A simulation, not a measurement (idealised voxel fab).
This section sets out a process module, namely voxel air gaps.
The figure presents cross-section cut, which has a width of 265 nm and is divided into square cells with an edge length of 5 nm.
Notation: cross-section as square-cell grid; stated in bands, top first, going down; one or more cell rows per band.
Top height, bottom height, nm. Materials left to right, width each, nm. Single material + "throughout" = fills band edge to edge. "blank" = empty.
Heights are expressed relative to 0, this being the level below which the as-received wafer comprises one material exclusively. The lowest band is unbounded in the downward direction and is denoted as in "0 nm and below".
A width given as "30->40" starts at the first number in the band's top row and ends at the second number in its bottom row, shifting by an equal amount at every step from row to row.
The cross-section has no changed cell in any step marked "no modification".
"Closed voids list": sealed empty spaces, 8 cells or more, no open way to top, listed width x height at distance, with distance from the left edge and width, height and distance in nm.
Heads up: the bit after the settings on a step's line is the simulator's remark on that step.
Steps that use a mask can have "overlay nm" on their line. It says how far the mask sat to the right of where it was meant to be. Negative means to the left.

HERE'S WHAT THE PLANNED PROCESS STEPS LOOK LIKE
step 1: RECEIVE | material Si
step 2: CONFORMAL_DEP | material SiO2 | thk nm 15
step 3: CONFORMAL_DEP | material SiCN | thk nm 5
step 4: DIRECTIONAL_DEP | material lowk | thk nm 35
step 5: MASKED_ETCH | tone open | mask id LINES | width nm 20 | pitch nm 50 | etch materials lowk | depth nm 35 | overlay nm 0
step 6: CONFORMAL_DEP | material TiN | thk nm 5
step 7: FILL_DEP | material Ru | thk nm 5
step 8: CMP | height nm 55
step 9: EPI | material Ru | thk nm 10
step 10: SELECTIVE_ETCH | etch materials lowk | depth nm 45
step 11: CONFORMAL_DEP | material SiCN | thk nm 5

AS-RECEIVED WAFER CROSS-SECTION (AFTER STEP 1)
- 0 nm and below  Si throughout
- Closed voids list: none

SECTIONED VIEW, FIRST OF TWO WAFERS, AT THE CLOSE OF THE MODULE, PROCESSED AS INTENDED IN THE PLAN
- 70 nm to 65 nm  55 blank  150 SiCN  60 blank
- 65 nm to 55 nm  55 blank  5 SiCN  40 Ru  10 SiCN  40 Ru  10 SiCN  40 Ru  5 SiCN  60 blank
- 55 nm to 50 nm  55 blank  15 SiCN  5 TiN  10 Ru  5 TiN  30 SiCN  5 TiN  10 Ru  5 TiN  30 SiCN  5 TiN  10 Ru  5 TiN  15 SiCN  60 blank
- 50 nm to 25 nm  65 blank  5 SiCN  5 TiN  10 Ru  5 TiN  5 SiCN  20 blank  5 SiCN  5 TiN  10 Ru  5 TiN  5 SiCN  20 blank  5 SiCN  5 TiN  10 Ru  5 TiN  5 SiCN  70 blank
- 25 nm to 20 nm  70 SiCN  20 TiN  30 SiCN  20 TiN  30 SiCN  20 TiN  75 SiCN
- 20 nm to 15 nm  SiCN throughout
- 15 nm to 0 nm  SiO2 throughout
- 0 nm and below  Si throughout
- Closed voids list: 20 x 25 at 95; 20 x 25 at 145

CROSS-SECTION, SECOND WAFER: SAME START AS THE FIRST, SAME PLAN AS THE FIRST, ONE MISTAKE IN RUNNING IT; TAKEN AT THE END OF THE MODULE
- 60 nm to 55 nm  SiCN throughout
- 55 nm to 20 nm  SiO2 throughout
- 20 nm to 15 nm  SiCN throughout
- 15 nm to 0 nm  SiO2 throughout
- 0 nm and below  Si throughout
- Closed voids list: none
Misprocessing identified: step 4 off recipe, ran as DIRECTIONAL_DEP | material SiO2 | thk nm 35
Wrapping up, a cell-based count of both wafers puts the second over or under the first for these materials: Ru: 84 fewer | SiCN: 78 fewer | SiO2: 371 more | TiN: 48 fewer
At the end, the first wafer has 2 closed voids and the second wafer has 0.
